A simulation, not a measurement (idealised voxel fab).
process module | voxel transistor to metal
cross-section cut | 300 nm wide | cells 5 nm
A cross-section is a grid of square cells, given in bands from the top down. A band is one or more rows of cells.
Each band's line starts with the height of the band's top and of its bottom, in nm. Then come its materials from left to right, each with its width in nm. One material with "throughout" fills the band from edge to edge. "air" is empty space.
Height 0 is the level under which the wafer as received is all one material. The lowest band goes on downwards, as in "0 down".
A width such as "30 to 40" changes by the same amount from each row of cells to the next, from the band's top row to its bottom row.
"no change" after a step means that no cell of the cross-section changed.
closed voids: empty space of 8 cells or more with no open way to the top, each as width x height at its distance from the left edge, in nm
after a step's settings: what the simulator itself notes on the step
overlay nm, on a step with a mask: how far to the right of its planned place the mask lay; to the left if negative
Each pair below shows a cross-section before one step and the cross-section after it, down to the lowest band that changed. The line under each pair gives the step between them, with its settings. The pairs can come from different runs of this module on the same starting wafer, so a pair continues from the pair above only where its "before" says so.
before
  20 to 5: air 20 | SiN 115 | air 25 | SiN 115 | air 25
  5 to 0: air 20 | SiO2 115 | air 25 | SiO2 115 | air 25
  0 to -25: air 20 | Si 115 | air 25 | Si 115 | air 25
  -25 down: Si throughout
  closed voids: none
after
  20 to 5: air 20 | SiN 115 | air 25 | SiN 115 | air 25
  5 to 0: air 20 | SiO2 115 | air 25 | SiO2 115 | air 25
  0 to -50: air 20 | Si 115 | air 25 | Si 115 | air 25
  below -50: unchanged
  closed voids: none
the step between: op MASKED_ETCH | tone cover | mask id ACTIVE | width nm 115 | pitch nm 140 | etch materials Si | depth nm 25 | overlay nm 0
before: the cross-section after the pair above
after
  25 to 20: SiO2 throughout
  20 to 5: SiO2 20 | SiN 115 | SiO2 25 | SiN 115 | SiO2 25
  5 to 0: SiO2 throughout
  0 to -50: SiO2 20 | Si 115 | SiO2 25 | Si 115 | SiO2 25
  below -50: unchanged
  closed voids: none
the step between: op FILL_DEP | material SiO2 | thk nm 5
before: the cross-section after the pair above
after
  20 to 5: SiO2 20 | SiN 115 | SiO2 25 | SiN 115 | SiO2 25
  below 5: unchanged
  closed voids: none
the step between: op CMP | height nm 20
before: the cross-section after the pair above
after
  20 to 5: air 20 | SiN 115 | air 25 | SiN 115 | air 25
  below 5: unchanged
  closed voids: none
the step between: op SELECTIVE_ETCH | etch materials SiO2 | depth nm 15
before: the cross-section after the pair above
after
  5 to 0: SiO2 throughout
  below 0: unchanged
  closed voids: none
the step between: op STRIP | etch materials SiN
before: the cross-section after the pair above
after
  0 to -50: SiO2 20 | Si 115 | SiO2 25 | Si 115 | SiO2 25
  below -50: unchanged
  closed voids: none
the step between: op SELECTIVE_ETCH | etch materials SiO2 | depth nm 5
before: the cross-section after the pair above
after
  0 to -5: SiO2 throughout
  below -5: unchanged
  closed voids: none
the step between: op OXIDIZE | depth nm 5
before: the cross-section after the pair above
after
  25 to 0: polySi throughout
  below 0: unchanged
  closed voids: none
the step between: op DIRECTIONAL_DEP | material polySi | thk nm 25
before: the cross-section after the pair above
after
  40 to 25: SiCN throughout
  below 25: unchanged
  closed voids: none
the step between: op DIRECTIONAL_DEP | material SiCN | thk nm 15
before: the cross-section after the pair above
after
  55 to 40: aC throughout
  below 40: unchanged
  closed voids: none
the step between: op DIRECTIONAL_DEP | material aC | thk nm 15
before: the cross-section after the pair above
after
  85 to 55: air 60 | resist 35 | air 105 | resist 35 | air 65
  below 55: unchanged
  closed voids: none
the step between: op PATTERN | tone cover | mask id GATE | material resist | width nm 35 | pitch nm 140 | thk nm 30 | overlay nm 0
before: the cross-section after the pair above
after
  70 to 55: air 60 | resist 35 | air 105 | resist 35 | air 65
  55 to 40: air 60 | aC 35 | air 105 | aC 35 | air 65
  below 40: unchanged
  closed voids: none
the step between: op DIRECTIONAL_ETCH | etch materials aC | depth nm 15
before: the cross-section after the pair above
after
  55 to 40: air 60 | aC 35 | air 105 | aC 35 | air 65
  below 40: unchanged
  closed voids: none
the step between: op STRIP | etch materials resist
before: the cross-section after the pair above
after
  55 to 40: air 60 | aC 35 | air 105 | aC 35 | air 65
  40 to 25: air 60 | SiCN 35 | air 105 | SiCN 35 | air 65
  below 25: unchanged
  closed voids: none
the step between: op DIRECTIONAL_ETCH | etch materials SiCN | depth nm 25
before: the cross-section after the pair above
after
  55 to 40: air 60 | aC 35 | air 105 | aC 35 | air 65
  40 to 25: air 60 | SiCN 35 | air 105 | SiCN 35 | air 65
  25 to 0: air 60 | polySi 35 | air 105 | polySi 35 | air 65
  below 0: unchanged
  closed voids: none
the step between: op DIRECTIONAL_ETCH | etch materials polySi | depth nm 35
before: the cross-section after the pair above
after
  40 to 25: air 60 | SiCN 35 | air 105 | SiCN 35 | air 65
  below 25: unchanged
  closed voids: none
the step between: op STRIP | etch materials aC
before: the cross-section after the pair above
after
  45 to 40: air 55 | SiO2 45 | air 95 | SiO2 45 | air 60
  40 to 25: air 55 | SiO2 5 | SiCN 35 | SiO2 5 | air 95 | SiO2 5 | SiCN 35 | SiO2 5 | air 60
  25 to 5: air 55 | SiO2 5 | polySi 35 | SiO2 5 | air 95 | SiO2 5 | polySi 35 | SiO2 5 | air 60
  5 to 0: SiO2 60 | polySi 35 | SiO2 105 | polySi 35 | SiO2 65
  below 0: unchanged
  closed voids: none
the step between: op CONFORMAL_DEP | material SiO2 | thk nm 5
before: the cross-section after the pair above
after
  40 to 25: air 55 | SiO2 5 | SiCN 35 | SiO2 5 | air 95 | SiO2 5 | SiCN 35 | SiO2 5 | air 60
  25 to 0: air 55 | SiO2 5 | polySi 35 | SiO2 5 | air 95 | SiO2 5 | polySi 35 | SiO2 5 | air 60
  below 0: unchanged
  closed voids: none
the step between: op DIRECTIONAL_ETCH | etch materials SiO2 | depth nm 5
before: the cross-section after the pair above
after
  50 to 40: air 45 | SiN 65 | air 75 | SiN 65 | air 50
  40 to 25: air 45 | SiN 10 | SiO2 5 | SiCN 35 | SiO2 5 | SiN 10 | air 75 | SiN 10 | SiO2 5 | SiCN 35 | SiO2 5 | SiN 10 | air 50
  25 to 10: air 45 | SiN 10 | SiO2 5 | polySi 35 | SiO2 5 | SiN 10 | air 75 | SiN 10 | SiO2 5 | polySi 35 | SiO2 5 | SiN 10 | air 50
  10 to 0: SiN 55 | SiO2 5 | polySi 35 | SiO2 5 | SiN 95 | SiO2 5 | polySi 35 | SiO2 5 | SiN 60
  below 0: unchanged
  closed voids: none
the step between: op CONFORMAL_DEP | material SiN | thk nm 10
before: the cross-section after the pair above
after
  40 to 25: air 45 | SiN 10 | SiO2 5 | SiCN 35 | SiO2 5 | SiN 10 | air 75 | SiN 10 | SiO2 5 | SiCN 35 | SiO2 5 | SiN 10 | air 50
  25 to 0: air 45 | SiN 10 | SiO2 5 | polySi 35 | SiO2 5 | SiN 10 | air 75 | SiN 10 | SiO2 5 | polySi 35 | SiO2 5 | SiN 10 | air 50
  below 0: unchanged
  closed voids: none
the step between: op DIRECTIONAL_ETCH | etch materials SiN | depth nm 10
before: the cross-section after the pair above
after
  40 to 35: air 45 | SiN 10 | air 5 | SiCN 35 | air 5 | SiN 10 | air 75 | SiN 10 | air 5 | SiCN 35 | air 5 | SiN 10 | air 50
  35 to 25: air 45 | SiN 10 | SiO2 5 | SiCN 35 | SiO2 5 | SiN 10 | air 75 | SiN 10 | SiO2 5 | SiCN 35 | SiO2 5 | SiN 10 | air 50
  25 to 0: air 45 | SiN 10 | SiO2 5 | polySi 35 | SiO2 5 | SiN 10 | air 75 | SiN 10 | SiO2 5 | polySi 35 | SiO2 5 | SiN 10 | air 50
  0 to -5: air 45 | SiO2 65 | air 75 | SiO2 65 | air 50
  below -5: unchanged
  closed voids: none
the step between: op DIRECTIONAL_ETCH | etch materials SiO2 | depth nm 5
before: the cross-section after the pair above
after
  40 to 35: air 45 | SiN 10 | air 5 | SiCN 35 | air 5 | SiN 10 | air 75 | SiN 10 | air 5 | SiCN 35 | air 5 | SiN 10 | air 50
  35 to 25: air 45 | SiN 10 | SiO2 5 | SiCN 35 | SiO2 5 | SiN 10 | air 75 | SiN 10 | SiO2 5 | SiCN 35 | SiO2 5 | SiN 10 | air 50
  25 to 0: air 45 | SiN 10 | SiO2 5 | polySi 35 | SiO2 5 | SiN 10 | air 75 | SiN 10 | SiO2 5 | polySi 35 | SiO2 5 | SiN 10 | air 50
  0 to -5: air 15 | nSi 30 | SiO2 65 | nSi 30 | air 15 | nSi 30 | SiO2 65 | nSi 30 | air 20
  below -5: unchanged
  closed voids: none
the step between: op EPI | material nSi | thk nm 5
before: the cross-section after the pair above
after
  50 to 40: SiO2 throughout
  40 to 25: SiO2 45 | SiN 10 | SiO2 5 | SiCN 35 | SiO2 5 | SiN 10 | SiO2 75 | SiN 10 | SiO2 5 | SiCN 35 | SiO2 5 | SiN 10 | SiO2 50
  25 to 0: SiO2 45 | SiN 10 | SiO2 5 | polySi 35 | SiO2 5 | SiN 10 | SiO2 75 | SiN 10 | SiO2 5 | polySi 35 | SiO2 5 | SiN 10 | SiO2 50
  0 to -5: SiO2 15 | nSi 30 | SiO2 65 | nSi 30 | SiO2 15 | nSi 30 | SiO2 65 | nSi 30 | SiO2 20
  below -5: unchanged
  closed voids: none
the step between: op FILL_DEP | material SiO2 | thk nm 10
before: the cross-section after the pair above
after
  25 to 0: SiO2 45 | SiN 10 | SiO2 5 | polySi 35 | SiO2 5 | SiN 10 | SiO2 75 | SiN 10 | SiO2 5 | polySi 35 | SiO2 5 | SiN 10 | SiO2 50
  below 0: unchanged
  closed voids: none
the step between: op CMP | height nm 25
before: the cross-section after the pair above
after
  25 to 0: SiO2 45 | SiN 10 | SiO2 5 | air 35 | SiO2 5 | SiN 10 | SiO2 75 | SiN 10 | SiO2 5 | air 35 | SiO2 5 | SiN 10 | SiO2 50
  below 0: unchanged
  closed voids: none
the step between: op STRIP | etch materials polySi
before: the cross-section after the pair above
after
  25 to 20: air 45 | SiN 10 | air 45 | SiN 10 | air 75 | SiN 10 | air 45 | SiN 10 | air 50
  20 to 0: SiO2 45 | SiN 10 | air 45 | SiN 10 | SiO2 75 | SiN 10 | air 45 | SiN 10 | SiO2 50
  0 to -5: SiO2 15 | nSi 30 | SiO2 10 | air 45 | SiO2 10 | nSi 30 | SiO2 15 | nSi 30 | SiO2 10 | air 45 | SiO2 10 | nSi 30 | SiO2 20
  below -5: unchanged
  closed voids: none
the step between: op SELECTIVE_ETCH | etch materials SiO2 | depth nm 5
before: the cross-section after the pair above
after
  30 to 25: air 40 | HfO2 20 | air 35 | HfO2 20 | air 65 | HfO2 20 | air 35 | HfO2 20 | air 45
  25 to 20: HfO2 45 | SiN 10 | HfO2 5 | air 35 | HfO2 5 | SiN 10 | HfO2 75 | SiN 10 | HfO2 5 | air 35 | HfO2 5 | SiN 10 | HfO2 50
  20 to 0: SiO2 45 | SiN 10 | HfO2 5 | air 35 | HfO2 5 | SiN 10 | SiO2 75 | SiN 10 | HfO2 5 | air 35 | HfO2 5 | SiN 10 | SiO2 50
  0 to -5: SiO2 15 | nSi 30 | SiO2 10 | HfO2 45 | SiO2 10 | nSi 30 | SiO2 15 | nSi 30 | SiO2 10 | HfO2 45 | SiO2 10 | nSi 30 | SiO2 20
  below -5: unchanged
  closed voids: none
the step between: op CONFORMAL_DEP | material HfO2 | thk nm 5
before: the cross-section after the pair above
after
  35 to 30: air 35 | TiN 30 | air 25 | TiN 30 | air 55 | TiN 30 | air 25 | TiN 30 | air 40
  30 to 25: TiN 40 | HfO2 20 | TiN 5 | air 25 | TiN 5 | HfO2 20 | TiN 65 | HfO2 20 | TiN 5 | air 25 | TiN 5 | HfO2 20 | TiN 45
  25 to 20: HfO2 45 | SiN 10 | HfO2 5 | TiN 5 | air 25 | TiN 5 | HfO2 5 | SiN 10 | HfO2 75 | SiN 10 | HfO2 5 | TiN 5 | air 25 | TiN 5 | HfO2 5 | SiN 10 | HfO2 50
  20 to 5: SiO2 45 | SiN 10 | HfO2 5 | TiN 5 | air 25 | TiN 5 | HfO2 5 | SiN 10 | SiO2 75 | SiN 10 | HfO2 5 | TiN 5 | air 25 | TiN 5 | HfO2 5 | SiN 10 | SiO2 50
  5 to 0: SiO2 45 | SiN 10 | HfO2 5 | TiN 35 | HfO2 5 | SiN 10 | SiO2 75 | SiN 10 | HfO2 5 | TiN 35 | HfO2 5 | SiN 10 | SiO2 50
  below 0: unchanged
  closed voids: none
the step between: op CONFORMAL_DEP | material TiN | thk nm 5
before: the cross-section after the pair above
after
  40 to 35: W throughout
  35 to 30: W 35 | TiN 30 | W 25 | TiN 30 | W 55 | TiN 30 | W 25 | TiN 30 | W 40
  30 to 25: TiN 40 | HfO2 20 | TiN 5 | W 25 | TiN 5 | HfO2 20 | TiN 65 | HfO2 20 | TiN 5 | W 25 | TiN 5 | HfO2 20 | TiN 45
  25 to 20: HfO2 45 | SiN 10 | HfO2 5 | TiN 5 | W 25 | TiN 5 | HfO2 5 | SiN 10 | HfO2 75 | SiN 10 | HfO2 5 | TiN 5 | W 25 | TiN 5 | HfO2 5 | SiN 10 | HfO2 50
  20 to 5: SiO2 45 | SiN 10 | HfO2 5 | TiN 5 | W 25 | TiN 5 | HfO2 5 | SiN 10 | SiO2 75 | SiN 10 | HfO2 5 | TiN 5 | W 25 | TiN 5 | HfO2 5 | SiN 10 | SiO2 50
  below 5: unchanged
  closed voids: none
the step between: op FILL_DEP | material W | thk nm 5
before: the cross-section after the pair above
after
  20 to 5: SiO2 45 | SiN 10 | HfO2 5 | TiN 5 | W 25 | TiN 5 | HfO2 5 | SiN 10 | SiO2 75 | SiN 10 | HfO2 5 | TiN 5 | W 25 | TiN 5 | HfO2 5 | SiN 10 | SiO2 50
  below 5: unchanged
  closed voids: none
the step between: op CMP | height nm 20
before: the cross-section after the pair above
after
  35 to 20: SiO2 throughout
  below 20: unchanged
  closed voids: none
the step between: op DIRECTIONAL_DEP | material SiO2 | thk nm 15
before: the cross-section after the pair above
after
  45 to 35: aC throughout
  below 35: unchanged
  closed voids: none
the step between: op DIRECTIONAL_DEP | material aC | thk nm 10
before: the cross-section after the pair above
after
  70 to 45: resist 30 | air 15 | resist 65 | air 15 | resist 45 | air 15 | resist 65 | air 15 | resist 35
  below 45: unchanged
  closed voids: none
the step between: op PATTERN | tone open | mask id CONTACT | material resist | width nm 15 | thk nm 25 | overlay nm 0
before: the cross-section after the pair above
after
  60 to 45: resist 30 | air 15 | resist 65 | air 15 | resist 45 | air 15 | resist 65 | air 15 | resist 35
  45 to 35: aC 30 | air 15 | aC 65 | air 15 | aC 45 | air 15 | aC 65 | air 15 | aC 35
  below 35: unchanged
  closed voids: none
the step between: op DIRECTIONAL_ETCH | etch materials aC | depth nm 10
before: the cross-section after the pair above
after
  45 to 35: aC 30 | air 15 | aC 65 | air 15 | aC 45 | air 15 | aC 65 | air 15 | aC 35
  below 35: unchanged
  closed voids: none
the step between: op STRIP | etch materials resist
before: the cross-section after the pair above
after
  45 to 35: aC 30 | air 15 | aC 65 | air 15 | aC 45 | air 15 | aC 65 | air 15 | aC 35
  35 to 20: SiO2 30 | air 15 | SiO2 65 | air 15 | SiO2 45 | air 15 | SiO2 65 | air 15 | SiO2 35
  20 to 5: SiO2 30 | air 15 | SiN 10 | HfO2 5 | TiN 5 | W 25 | TiN 5 | HfO2 5 | SiN 10 | air 15 | SiO2 45 | air 15 | SiN 10 | HfO2 5 | TiN 5 | W 25 | TiN 5 | HfO2 5 | SiN 10 | air 15 | SiO2 35
  5 to 0: SiO2 30 | air 15 | SiN 10 | HfO2 5 | TiN 35 | HfO2 5 | SiN 10 | air 15 | SiO2 45 | air 15 | SiN 10 | HfO2 5 | TiN 35 | HfO2 5 | SiN 10 | air 15 | SiO2 35
  below 0: unchanged
  closed voids: none
the step between: op DIRECTIONAL_ETCH | etch materials SiO2 | depth nm 35
before: the cross-section after the pair above
after
  35 to 20: SiO2 30 | air 15 | SiO2 65 | air 15 | SiO2 45 | air 15 | SiO2 65 | air 15 | SiO2 35
  below 20: unchanged
  closed voids: none
the step between: op STRIP | etch materials aC
before: the cross-section after the pair above
after
  40 to 35: TiN 35 | air 5 | TiN 75 | air 5 | TiN 55 | air 5 | TiN 75 | air 5 | TiN 40
  35 to 20: SiO2 30 | TiN 5 | air 5 | TiN 5 | SiO2 65 | TiN 5 | air 5 | TiN 5 | SiO2 45 | TiN 5 | air 5 | TiN 5 | SiO2 65 | TiN 5 | air 5 | TiN 5 | SiO2 35
  20 to 5: SiO2 30 | TiN 5 | air 5 | TiN 5 | SiN 10 | HfO2 5 | TiN 5 | W 25 | TiN 5 | HfO2 5 | SiN 10 | TiN 5 | air 5 | TiN 5 | SiO2 45 | TiN 5 | air 5 | TiN 5 | SiN 10 | HfO2 5 | TiN 5 | W 25 | TiN 5 | HfO2 5 | SiN 10 | TiN 5 | air 5 | TiN 5 | SiO2 35
  5 to 0: SiO2 30 | TiN 15 | SiN 10 | HfO2 5 | TiN 35 | HfO2 5 | SiN 10 | TiN 15 | SiO2 45 | TiN 15 | SiN 10 | HfO2 5 | TiN 35 | HfO2 5 | SiN 10 | TiN 15 | SiO2 35
  below 0: unchanged
  closed voids: none
the step between: op CONFORMAL_DEP | material TiN | thk nm 5
before: the cross-section after the pair above
after
  45 to 40: W throughout
  40 to 35: TiN 35 | W 5 | TiN 75 | W 5 | TiN 55 | W 5 | TiN 75 | W 5 | TiN 40
  35 to 20: SiO2 30 | TiN 5 | W 5 | TiN 5 | SiO2 65 | TiN 5 | W 5 | TiN 5 | SiO2 45 | TiN 5 | W 5 | TiN 5 | SiO2 65 | TiN 5 | W 5 | TiN 5 | SiO2 35
  20 to 5: SiO2 30 | TiN 5 | W 5 | TiN 5 | SiN 10 | HfO2 5 | TiN 5 | W 25 | TiN 5 | HfO2 5 | SiN 10 | TiN 5 | W 5 | TiN 5 | SiO2 45 | TiN 5 | W 5 | TiN 5 | SiN 10 | HfO2 5 | TiN 5 | W 25 | TiN 5 | HfO2 5 | SiN 10 | TiN 5 | W 5 | TiN 5 | SiO2 35
  below 5: unchanged
  closed voids: none
the step between: op FILL_DEP | material W | thk nm 5
before: the cross-section after the pair above
after
  35 to 20: SiO2 30 | TiN 5 | W 5 | TiN 5 | SiO2 65 | TiN 5 | W 5 | TiN 5 | SiO2 45 | TiN 5 | W 5 | TiN 5 | SiO2 65 | TiN 5 | W 5 | TiN 5 | SiO2 35
  below 20: unchanged
  closed voids: none
the step between: op CMP | height nm 35
before: the cross-section after the pair above
after
  40 to 35: TiN throughout
  below 35: unchanged
  closed voids: none
the step between: op DIRECTIONAL_DEP | material TiN | thk nm 5
before: the cross-section after the pair above
after
  65 to 40: W throughout
  below 40: unchanged
  closed voids: none
the step between: op DIRECTIONAL_DEP | material W | thk nm 25
before: the cross-section after the pair above
after
  80 to 65: aC throughout
  below 65: unchanged
  closed voids: none
the step between: op DIRECTIONAL_DEP | material aC | thk nm 15
before: the cross-section after the pair above
after
  115 to 80: air 30 | resist 15 | air 65 | resist 15 | air 45 | resist 15 | air 65 | resist 15 | air 35
  below 80: unchanged
  closed voids: none
the step between: op PATTERN | tone cover | mask id METAL_1 | material resist | width nm 15 | thk nm 35 | overlay nm 0
before: the cross-section after the pair above
after
  100 to 80: air 30 | resist 15 | air 65 | resist 15 | air 45 | resist 15 | air 65 | resist 15 | air 35
  80 to 65: air 30 | aC 15 | air 65 | aC 15 | air 45 | aC 15 | air 65 | aC 15 | air 35
  below 65: unchanged
  closed voids: none
the step between: op DIRECTIONAL_ETCH | etch materials aC | depth nm 15
before: the cross-section after the pair above
after
  80 to 65: air 30 | aC 15 | air 65 | aC 15 | air 45 | aC 15 | air 65 | aC 15 | air 35
  below 65: unchanged
  closed voids: none
the step between: op STRIP | etch materials resist
before: the cross-section after the pair above
after
  80 to 65: air 30 | aC 15 | air 65 | aC 15 | air 45 | aC 15 | air 65 | aC 15 | air 35
  65 to 40: air 30 | W 15 | air 65 | W 15 | air 45 | W 15 | air 65 | W 15 | air 35
  below 40: unchanged
  closed voids: none
the step between: op DIRECTIONAL_ETCH | etch materials W | depth nm 25
before: the cross-section after the pair above
after
  80 to 65: air 30 | aC 15 | air 65 | aC 15 | air 45 | aC 15 | air 65 | aC 15 | air 35
  65 to 40: air 30 | W 15 | air 65 | W 15 | air 45 | W 15 | air 65 | W 15 | air 35
  40 to 35: air 30 | TiN 15 | air 65 | TiN 15 | air 45 | TiN 15 | air 65 | TiN 15 | air 35
  below 35: unchanged
  closed voids: none
the step between: op DIRECTIONAL_ETCH | etch materials TiN | depth nm 5
before: the cross-section after the pair above
after
  65 to 40: air 30 | W 15 | air 65 | W 15 | air 45 | W 15 | air 65 | W 15 | air 35
  below 40: unchanged
  closed voids: none
the step between: op STRIP | etch materials aC
before: the cross-section after the pair above
after
  75 to 65: SiO2 throughout
  65 to 40: SiO2 30 | W 15 | SiO2 65 | W 15 | SiO2 45 | W 15 | SiO2 65 | W 15 | SiO2 35
  40 to 35: SiO2 30 | TiN 15 | SiO2 65 | TiN 15 | SiO2 45 | TiN 15 | SiO2 65 | TiN 15 | SiO2 35
  below 35: unchanged
  closed voids: none
the step between: op FILL_DEP | material SiO2 | thk nm 10
before: the cross-section after the pair above
after
  65 to 40: SiO2 30 | W 15 | SiO2 65 | W 15 | SiO2 45 | W 15 | SiO2 65 | W 15 | SiO2 35
  below 40: unchanged
  closed voids: none
the step between: op CMP | height nm 65
before: the cross-section after the pair above
after
  70 to 65: SiN throughout
  below 65: unchanged
  closed voids: none
the step between: op CONFORMAL_DEP | material SiN | thk nm 5
before
  20 to 5: air 20 | SiN 115 | air 25 | SiN 115 | air 25
  5 to 0: SiO2 throughout
  0 to -25: SiO2 20 | Si 115 | SiO2 25 | Si 115 | SiO2 25
  -25 down: Si throughout
  closed voids: none
after
  20 to 5: air 20 | SiN 115 | air 25 | SiN 115 | air 25
  5 to 0: air 25 | SiO2 105 | air 35 | SiO2 105 | air 30
  below 0: unchanged
  closed voids: none
the step between: op SELECTIVE_ETCH | etch materials SiO2 | depth nm 5
before: the cross-section after the pair above
after
  5 to 0: air 25 | SiO2 105 | air 35 | SiO2 105 | air 30
  below 0: unchanged
  closed voids: none
the step between: op STRIP | etch materials SiN
before: the cross-section after the pair above
after
  5 to 0: air 25 | SiO2 105 | air 35 | SiO2 105 | air 30
  0 to -5: SiO2 30 | Si 95 | SiO2 45 | Si 95 | SiO2 35
  below -5: unchanged
  closed voids: none
the step between: op OXIDIZE | depth nm 5
before: the cross-section after the pair above
after
  30 to 25: air 25 | polySi 105 | air 35 | polySi 105 | air 30
  25 to 5: polySi throughout
  5 to 0: polySi 25 | SiO2 105 | polySi 35 | SiO2 105 | polySi 30
  below 0: unchanged
  closed voids: none
the step between: op DIRECTIONAL_DEP | material polySi | thk nm 25
before: the cross-section after the pair above
after
  45 to 40: air 25 | SiCN 105 | air 35 | SiCN 105 | air 30
  40 to 30: SiCN throughout
  30 to 25: SiCN 25 | polySi 105 | SiCN 35 | polySi 105 | SiCN 30
  below 25: unchanged
  closed voids: none
the step between: op DIRECTIONAL_DEP | material SiCN | thk nm 15
before: the cross-section after the pair above
after
  60 to 55: air 25 | aC 105 | air 35 | aC 105 | air 30
  55 to 45: aC throughout
  45 to 40: aC 25 | SiCN 105 | aC 35 | SiCN 105 | aC 30
  below 40: unchanged
  closed voids: none
the step between: op DIRECTIONAL_DEP | material aC | thk nm 15
before: the cross-section after the pair above
after
  90 to 60: air 60 | resist 35 | air 105 | resist 35 | air 65
  below 60: unchanged
  closed voids: none
the step between: op PATTERN | tone cover | mask id GATE | material resist | width nm 35 | pitch nm 140 | thk nm 30 | overlay nm 0
before: the cross-section after the pair above
after
  75 to 60: air 60 | resist 35 | air 105 | resist 35 | air 65
  60 to 45: air 60 | aC 35 | air 105 | aC 35 | air 65
  45 to 40: air 25 | SiCN 105 | air 35 | SiCN 105 | air 30
  below 40: unchanged
  closed voids: none
the step between: op DIRECTIONAL_ETCH | etch materials aC | depth nm 15
before: the cross-section after the pair above
after
  60 to 45: air 60 | aC 35 | air 105 | aC 35 | air 65
  below 45: unchanged
  closed voids: none
the step between: op STRIP | etch materials resist
before: the cross-section after the pair above
after
  60 to 45: air 60 | aC 35 | air 105 | aC 35 | air 65
  45 to 30: air 60 | SiCN 35 | air 105 | SiCN 35 | air 65
  30 to 25: air 25 | polySi 105 | air 35 | polySi 105 | air 30
  below 25: unchanged
  closed voids: none
the step between: op DIRECTIONAL_ETCH | etch materials SiCN | depth nm 25
before: the cross-section after the pair above
after
  60 to 45: air 60 | aC 35 | air 105 | aC 35 | air 65
  45 to 30: air 60 | SiCN 35 | air 105 | SiCN 35 | air 65
  30 to 5: air 60 | polySi 35 | air 105 | polySi 35 | air 65
  5 to 0: air 25 | SiO2 105 | air 35 | SiO2 105 | air 30
  below 0: unchanged
  closed voids: none
the step between: op DIRECTIONAL_ETCH | etch materials polySi | depth nm 35
before: the cross-section after the pair above
after
  45 to 30: air 60 | SiCN 35 | air 105 | SiCN 35 | air 65
  below 30: unchanged
  closed voids: none
the step between: op STRIP | etch materials aC
before: the cross-section after the pair above
after
  50 to 45: air 55 | SiO2 45 | air 95 | SiO2 45 | air 60
  45 to 30: air 55 | SiO2 5 | SiCN 35 | SiO2 5 | air 95 | SiO2 5 | SiCN 35 | SiO2 5 | air 60
  30 to 10: air 55 | SiO2 5 | polySi 35 | SiO2 5 | air 95 | SiO2 5 | polySi 35 | SiO2 5 | air 60
  10 to 5: air 20 | SiO2 40 | polySi 35 | SiO2 40 | air 25 | SiO2 40 | polySi 35 | SiO2 40 | air 25
  5 to 0: SiO2 throughout
  below 0: unchanged
  closed voids: none
the step between: op CONFORMAL_DEP | material SiO2 | thk nm 5
before: the cross-section after the pair above
after
  45 to 30: air 55 | SiO2 5 | SiCN 35 | SiO2 5 | air 95 | SiO2 5 | SiCN 35 | SiO2 5 | air 60
  30 to 5: air 55 | SiO2 5 | polySi 35 | SiO2 5 | air 95 | SiO2 5 | polySi 35 | SiO2 5 | air 60
  5 to 0: air 20 | SiO2 115 | air 25 | SiO2 115 | air 25
  below 0: unchanged
  closed voids: none
the step between: op DIRECTIONAL_ETCH | etch materials SiO2 | depth nm 5
before: the cross-section after the pair above
after
  55 to 45: air 45 | SiN 65 | air 75 | SiN 65 | air 50
  45 to 30: air 45 | SiN 10 | SiO2 5 | SiCN 35 | SiO2 5 | SiN 10 | air 75 | SiN 10 | SiO2 5 | SiCN 35 | SiO2 5 | SiN 10 | air 50
  30 to 15: air 45 | SiN 10 | SiO2 5 | polySi 35 | SiO2 5 | SiN 10 | air 75 | SiN 10 | SiO2 5 | polySi 35 | SiO2 5 | SiN 10 | air 50
  15 to 10: air 10 | SiN 45 | SiO2 5 | polySi 35 | SiO2 5 | SiN 45 | air 5 | SiN 45 | SiO2 5 | polySi 35 | SiO2 5 | SiN 45 | air 15
  10 to 5: SiN 55 | SiO2 5 | polySi 35 | SiO2 5 | SiN 95 | SiO2 5 | polySi 35 | SiO2 5 | SiN 60
  5 to 0: SiN 20 | SiO2 115 | SiN 25 | SiO2 115 | SiN 25
  below 0: unchanged
  closed voids: none
the step between: op CONFORMAL_DEP | material SiN | thk nm 10
before: the cross-section after the pair above
after
  45 to 30: air 45 | SiN 10 | SiO2 5 | SiCN 35 | SiO2 5 | SiN 10 | air 75 | SiN 10 | SiO2 5 | SiCN 35 | SiO2 5 | SiN 10 | air 50
  30 to 5: air 45 | SiN 10 | SiO2 5 | polySi 35 | SiO2 5 | SiN 10 | air 75 | SiN 10 | SiO2 5 | polySi 35 | SiO2 5 | SiN 10 | air 50
  5 to 0: air 10 | SiN 10 | SiO2 115 | SiN 10 | air 5 | SiN 10 | SiO2 115 | SiN 10 | air 15
  below 0: unchanged
  closed voids: none
the step between: op DIRECTIONAL_ETCH | etch materials SiN | depth nm 10
before: the cross-section after the pair above
after
  45 to 40: air 45 | SiN 10 | air 5 | SiCN 35 | air 5 | SiN 10 | air 75 | SiN 10 | air 5 | SiCN 35 | air 5 | SiN 10 | air 50
  40 to 30: air 45 | SiN 10 | SiO2 5 | SiCN 35 | SiO2 5 | SiN 10 | air 75 | SiN 10 | SiO2 5 | SiCN 35 | SiO2 5 | SiN 10 | air 50
  30 to 5: air 45 | SiN 10 | SiO2 5 | polySi 35 | SiO2 5 | SiN 10 | air 75 | SiN 10 | SiO2 5 | polySi 35 | SiO2 5 | SiN 10 | air 50
  5 to 0: air 10 | SiN 10 | air 25 | SiO2 65 | air 25 | SiN 10 | air 5 | SiN 10 | air 25 | SiO2 65 | air 25 | SiN 10 | air 15
  0 to -5: air 10 | SiO2 20 | Si 95 | SiO2 20 | air 5 | SiO2 20 | Si 95 | SiO2 20 | air 15
  below -5: unchanged
  closed voids: none
the step between: op DIRECTIONAL_ETCH | etch materials SiO2 | depth nm 5
before: the cross-section after the pair above
after
  45 to 40: air 45 | SiN 10 | air 5 | SiCN 35 | air 5 | SiN 10 | air 75 | SiN 10 | air 5 | SiCN 35 | air 5 | SiN 10 | air 50
  40 to 30: air 45 | SiN 10 | SiO2 5 | SiCN 35 | SiO2 5 | SiN 10 | air 75 | SiN 10 | SiO2 5 | SiCN 35 | SiO2 5 | SiN 10 | air 50
  30 to 5: air 45 | SiN 10 | SiO2 5 | polySi 35 | SiO2 5 | SiN 10 | air 75 | SiN 10 | SiO2 5 | polySi 35 | SiO2 5 | SiN 10 | air 50
  5 to 0: air 10 | SiN 10 | air 5 | nSi 20 | SiO2 65 | nSi 20 | air 5 | SiN 10 | air 5 | SiN 10 | air 5 | nSi 20 | SiO2 65 | nSi 20 | air 5 | SiN 10 | air 15
  below 0: unchanged
  closed voids: none
the step between: op EPI | material nSi | thk nm 5
